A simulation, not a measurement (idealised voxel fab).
process module | voxel double patterning
cross-section cut | 265 nm wide | cells 5 nm
A cross-section is a grid of square cells, given in bands from the top down. A band is one or more rows of cells.
Each band's line starts with the height of the band's top and of its bottom, in nm. Then come its materials from left to right, each with its width in nm. One material with "throughout" fills the band from edge to edge. "air" is empty space.
Height 0 is the level under which the wafer as received is all one material. The lowest band goes on downwards, as in "0 down".
A width such as "30 to 40" changes by the same amount from each row of cells to the next, from the band's top row to its bottom row.
"no change" after a step means that no cell of the cross-section changed.
closed voids: empty space of 8 cells or more with no open way to the top, each as width x height at its distance from the left edge, in nm
after a step's settings: what the simulator itself notes on the step
overlay nm, on a step with a mask: how far to the right of its planned place the mask lay; to the left if negative
plan
1 op RECEIVE | material Si
2 op CONFORMAL_DEP | material SiO2 | thk nm 5
3 op DIRECTIONAL_DEP | material TiN | thk nm 15
4 op DIRECTIONAL_DEP | material SiN | thk nm 5
5 op MASKED_ETCH | tone open | mask id FIRST | width nm 15 | pitch nm 50 | etch materials SiN | depth nm 5 | overlay nm 0
6 op PATTERN | tone open | mask id SECOND | material resist | width nm 15 | pitch nm 50 | thk nm 15 | overlay nm 0
7 op DIRECTIONAL_ETCH | etch materials SiN | depth nm 5
8 op STRIP | etch materials resist
9 op DIRECTIONAL_ETCH | etch materials TiN | depth nm 15
10 op STRIP | etch materials SiN
first wafer, as planned
as received, after step 1
  0 down: Si throughout
  closed voids: none
after step 2
  5 to 0: SiO2 throughout
  below 0: unchanged
after step 3
  20 to 5: TiN throughout
  below 5: unchanged
after step 4
  25 to 20: SiN throughout
  below 20: unchanged
after step 5
  25 to 20: SiN 75 | air 15 | SiN 35 | air 15 | SiN 35 | air 15 | SiN 75
  below 20: unchanged
after step 6
  40 to 25: resist 100 | air 15 | resist 35 | air 15 | resist 100
  25 to 20: SiN 75 | resist 15 | SiN 35 | resist 15 | SiN 35 | resist 15 | SiN 75
  below 20: unchanged
after step 7
  40 to 25: resist 100 | air 15 | resist 35 | air 15 | resist 100
  25 to 20: SiN 75 | resist 15 | SiN 10 | air 15 | SiN 10 | resist 15 | SiN 10 | air 15 | SiN 10 | resist 15 | SiN 75
  below 20: unchanged
after step 8
  25 to 20: SiN 75 | air 15 | SiN 10 | air 15 | SiN 10 | air 15 | SiN 10 | air 15 | SiN 10 | air 15 | SiN 75
  below 20: unchanged
after step 9
  25 to 20: SiN 75 | air 15 | SiN 10 | air 15 | SiN 10 | air 15 | SiN 10 | air 15 | SiN 10 | air 15 | SiN 75
  20 to 5: TiN 75 | air 15 | TiN 10 | air 15 | TiN 10 | air 15 | TiN 10 | air 15 | TiN 10 | air 15 | TiN 75
  below 5: unchanged
after step 10
  20 to 5: TiN 75 | air 15 | TiN 10 | air 15 | TiN 10 | air 15 | TiN 10 | air 15 | TiN 10 | air 15 | TiN 75
  below 5: unchanged
second wafer: like start, like plan, one mistake. Through step 1 it matches the first wafer
when step 2 should have ended
  15 to 0: SiO2 throughout
  below 0: unchanged
when step 3 should have ended
  30 to 15: TiN throughout
  below 15: unchanged
when step 4 should have ended
  35 to 30: SiN throughout
  below 30: unchanged
when step 5 should have ended
  35 to 30: SiN 75 | air 15 | SiN 35 | air 15 | SiN 35 | air 15 | SiN 75
  below 30: unchanged
when step 6 should have ended
  50 to 35: resist 100 | air 15 | resist 35 | air 15 | resist 100
  35 to 30: SiN 75 | resist 15 | SiN 35 | resist 15 | SiN 35 | resist 15 | SiN 75
  below 30: unchanged
when step 7 should have ended
  50 to 35: resist 100 | air 15 | resist 35 | air 15 | resist 100
  35 to 30: SiN 75 | resist 15 | SiN 10 | air 15 | SiN 10 | resist 15 | SiN 10 | air 15 | SiN 10 | resist 15 | SiN 75
  below 30: unchanged
when step 8 should have ended
  35 to 30: SiN 75 | air 15 | SiN 10 | air 15 | SiN 10 | air 15 | SiN 10 | air 15 | SiN 10 | air 15 | SiN 75
  below 30: unchanged
when step 9 should have ended
  35 to 30: SiN 75 | air 15 | SiN 10 | air 15 | SiN 10 | air 15 | SiN 10 | air 15 | SiN 10 | air 15 | SiN 75
  30 to 15: TiN 75 | air 15 | TiN 10 | air 15 | TiN 10 | air 15 | TiN 10 | air 15 | TiN 10 | air 15 | TiN 75
  below 15: unchanged
when step 10 should have ended
  30 to 15: TiN 75 | air 15 | TiN 10 | air 15 | TiN 10 | air 15 | TiN 10 | air 15 | TiN 10 | air 15 | TiN 75
  below 15: unchanged
what went wrong: step 2 ran as: op CONFORMAL_DEP | material SiO2 | thk nm 15
at the end the second wafer has, in cells: 106 more of SiO2
